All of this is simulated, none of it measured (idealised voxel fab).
Proc. module: voxel capacitor over wiring
Cross-section cut spans 290 nm and uses square cells 5 nm in size.
Cross-section, as written here: a square-cell grid given band by band from the top down, where a band holds one or more rows of cells. The band entry comprises the height of the band's top followed by the height of its bottom, expressed in nm, and subsequently the band's materials from left to right, each stated together with its width in nm. Where a single material is marked with the word "full width", that material fills the band from edge to edge. The word "blank" represents empty space. Basically, 0 is our baseline, since under it the wafer straight out of the box is all one material. The bottom band has no lower end and keeps on going down, so it looks like "from 0 down". Graded width ("30 to 40"): value in top row of band = first number; value in bottom row = second number; row-to-row change constant. Given "remained unchanged" for a step, no cell of the cross-section differs between before and after that step. "Cavities, sealed" lists enclosed empty spaces (at least 8 cells, no open path upward to the top), each as width x height at distance from the left edge, in nm. It should be noted that, on the line of a given step, the content following the step's settings is a remark produced by the simulator itself with respect to that step. "overlay nm", when on a step's line for a step with a mask, measures how far to the right of its planned place the mask lay; a negative measure means to the left.
Here's what the planned process steps look like
step 1: op RECEIVE | material Si
step 2: op CONFORMAL_DEP | material SiO2 | thk nm 10
step 3: op CONFORMAL_DEP | material SiCN | thk nm 5
step 4: op DIRECTIONAL_DEP | material SiO2 | thk nm 25
step 5: op PATTERN | tone open | mask id METAL_1 | material resist | width nm 20 | pitch nm 80 | thk nm 15 | overlay nm 0
step 6: op DIRECTIONAL_ETCH | etch materials SiO2 | depth nm 25
step 7: op DIRECTIONAL_ETCH | etch materials SiCN | depth nm 5
step 8: op STRIP | etch materials resist
step 9: op CONFORMAL_DEP | material TiN | thk nm 5
step 10: op FILL_DEP | material Cu | thk nm 10
step 11: op CMP | height nm 40
step 12: op CONFORMAL_DEP | material SiCN | thk nm 5
step 13: op DIRECTIONAL_DEP | material lowk | thk nm 15
step 14: op MASKED_ETCH | tone open | mask id PLUG_1 | width nm 15 | etch materials lowk | depth nm 15 | overlay nm 0
step 15: op MASKED_ETCH | tone open | mask id PLUG_1 | width nm 15 | etch materials SiCN | depth nm 5 | overlay nm 0
step 16: op CONFORMAL_DEP | material TiN | thk nm 5
step 17: op FILL_DEP | material Cu | thk nm 10
step 18: op CMP | height nm 60
step 19: op DIRECTIONAL_DEP | material TiN | thk nm 10
step 20: op DIRECTIONAL_DEP | material Al2O3 | thk nm 5
step 21: op DIRECTIONAL_DEP | material TiN | thk nm 5
step 22: op DIRECTIONAL_DEP | material aC | thk nm 15
step 23: op PATTERN | tone cover | mask id UPPER_PLATE | material resist | width nm 65 | thk nm 35 | overlay nm 0
step 24: op DIRECTIONAL_ETCH | etch materials aC | depth nm 15
step 25: op STRIP | etch materials resist
step 26: op DIRECTIONAL_ETCH | etch materials TiN | depth nm 5
step 27: op DIRECTIONAL_ETCH | etch materials Al2O3 | depth nm 5
step 28: op STRIP | etch materials aC
step 29: op PATTERN | tone cover | mask id LOWER_PLATE | material resist | width nm 75 | thk nm 20 | overlay nm 0
step 30: op DIRECTIONAL_ETCH | etch materials TiN | depth nm 10
step 31: op STRIP | etch materials resist
step 32: op FILL_DEP | material SiO2 | thk nm 15
step 33: op CMP | height nm 90
step 34: op DIRECTIONAL_DEP | material aC | thk nm 10
step 35: op PATTERN | tone open | mask id PLUG_2 | material resist | width nm 15 | thk nm 25 | overlay nm 0
step 36: op DIRECTIONAL_ETCH | etch materials aC | depth nm 10
step 37: op STRIP | etch materials resist
step 38: op DIRECTIONAL_ETCH | etch materials SiO2 | depth nm 10
step 39: op STRIP | etch materials aC
step 40: op CONFORMAL_DEP | material TiN | thk nm 5
step 41: op FILL_DEP | material Ru | thk nm 5
step 42: op CMP | height nm 90
step 43: op CONFORMAL_DEP | material SiN | thk nm 5
As received (post step 1): cross-section
> from 0 down | Si full width
> Cavities, sealed: none
What the wafer looks like in cross-section after this module, when it starts as shown above and follows the plan above but one mistake is made in running it
> from 95 to 90 | SiN full width
> from 90 to 85 | 110 SiO2  5 TiN  5 Ru  5 TiN  165 SiO2
> from 85 to 75 | 110 to 100 SiO2  15 to 65 TiN  165 to 125 SiO2
> from 75 to 70 | 100 SiO2  65 Al2O3  125 SiO2
> from 70 to 60 | 95 SiO2  75 TiN  120 SiO2
> from 60 to 45 | 100 lowk  5 TiN  5 Cu  5 TiN  175 lowk
> from 45 to 40 | 100 SiCN  15 TiN  175 SiCN
> from 40 to 15 | Ru full width
> from 15 to 10 | SiCN full width
> from 10 to 0 | SiO2 full width
> from 0 down | Si full width
> Cavities, sealed: none
Error vs. plan: step 4 did not use the planned setting and instead ran as op DIRECTIONAL_DEP | material Ru | thk nm 25
